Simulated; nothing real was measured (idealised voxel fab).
This is a process module. Its name is voxel released beams.
Shown is cross-section cut, with a width of 250 nm and square cells of size 5 nm.
In what follows, cross-sections appear as grids of square cells, described through bands that run from the top down, where every band is one or more rows of cells.
Heads up on the band format: heights come first, top then bottom, in nm. After that it's the materials left to right, each with its width in nm. A single material flagged "all across" fills the whole band edge to edge, and "air" means there's empty space there.
Measure heights from 0. That's the level where, below it, the as-received wafer is all one material. The lowest band is bottomless and extends downward; write it as in "from 0 down".
So if you see something like "30 to 40" for the width, read it as the top row of the band sitting at the first number and the bottom row at the second, with every row in between moving by the same amount as the last.
You'll sometimes find "no modification" written for a step, and that's the way of saying that nowhere in the cross-section did a cell change during that step.
"Voids, enclosed": sealed empty spaces, 8 cells or more, no open way to top, listed width x height at distance, with distance from the left edge and width, height and distance in nm.
Read whatever lies past the settings on a step's line as the simulator's own remark about the step.
"overlay nm" answers the question of how far to the right of plan the mask lay on a step that has a mask, and when it is negative the answer is to the left.

Process steps foreseen in the plan
1. RECEIVE,material Si
2. CONFORMAL_DEP,material Al2O3,thk nm 10
3. DIRECTIONAL_DEP,material SiO2,thk nm 15
4. MASKED_ETCH,tone open,mask id ANCHOR,width nm 25,etch materials SiO2,depth nm 15,overlay nm 0
5. CONFORMAL_DEP,material W,thk nm 10
6. DIRECTIONAL_DEP,material aC,thk nm 15
7. PATTERN,tone cover,mask id BEAM,material resist,width nm 110,thk nm 30,overlay nm 0
8. DIRECTIONAL_ETCH,etch materials aC,depth nm 15
9. STRIP,etch materials resist
10. DIRECTIONAL_ETCH,etch materials W,depth nm 10
11. STRIP,etch materials aC
12. STRIP,etch materials SiO2

Wafer cross-section on receipt, i.e. after step 1
> from 0 down = Si all across
> Voids, enclosed: none

A wafer at the end: this start, this plan, one mistake
> from 0 down = Si all across
> Voids, enclosed: none
So what did we get wrong on this run? step 2, actual vs plan mismatch, actual run CONFORMAL_DEP,material SiO2,thk nm 10
